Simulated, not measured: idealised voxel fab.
Process module in this document: voxel double patterning
We display cut, a cross-section 160 nm in width whose square cells are each 5 nm.
Each cross-section below is a grid of square cells, stated as bands in top-down order, with one or more rows of cells making up each band.
This entry defines a band. It first specifies the height of the band's top and the height of its bottom in nm, and then specifies the band's materials from left to right, stating each material with its width in nm. The word "full width" identifies a single material that fills the band from edge to edge, while the word "empty" identifies empty space.
Beneath 0, the wafer as received is one material, and that level is where height counting begins. The lowest band goes on downward without a bottom; it is written like "top 0, no bottom".
You'd read "30..40" like this: the band's top row of cells is as wide as the first number, its bottom row is as wide as the second, and going down, every row changes width by the same amount as the row before did.
"no alteration" after a step means that no cell of the cross-section changed.
Basically, "Trapped cavities" tells you about the enclosed voids: empty spaces with no open way to the top, 8 cells or bigger, each written width x height at distance, where distance is from the left edge, all in nm.
Step line, after settings: the simulator's comment on this step.
overlay nm: right-of-plan distance of the mask on a masked step; negative values mean left-of-plan.
[Here's what the planned process steps look like]
- 1: RECEIVE with material Si
- 2: CONFORMAL_DEP with material SiO2, thk nm 10
- 3: DIRECTIONAL_DEP with material W, thk nm 20
- 4: DIRECTIONAL_DEP with material SiCN, thk nm 5
- 5: MASKED_ETCH with tone open, mask id FIRST, width nm 15, pitch nm 50, etch materials SiCN, depth nm 5, overlay nm 0
- 6: MASKED_ETCH with tone open, mask id SECOND, width nm 15, pitch nm 50, etch materials SiCN, depth nm 5, overlay nm 0
- 7: DIRECTIONAL_ETCH with etch materials W, depth nm 20
- 8: STRIP with etch materials SiCN
[Cross-section of the wafer as it came to us, i.e., already through step 1]
	top 0, no bottom: Si full width
	Trapped cavities: none
[What the wafer looks like in cross-section after this module, when it starts as shown above and follows the plan above but one mistake is made in running it]
	top 35, bottom 30: SiCN: 20; empty: 15; SiCN: 10; empty: 15; SiCN: 10; empty: 15; SiCN: 10; empty: 15; SiCN: 10; empty: 15; SiCN: 25
	top 30, bottom 10: W: 20; empty: 15; W: 10; empty: 15; W: 10; empty: 15; W: 10; empty: 15; W: 10; empty: 15; W: 25
	top 10, bottom 0: SiO2 full width
	top 0, no bottom: Si full width
	Trapped cavities: none
Short version of what went wrong: plan step 8: skipped, not run
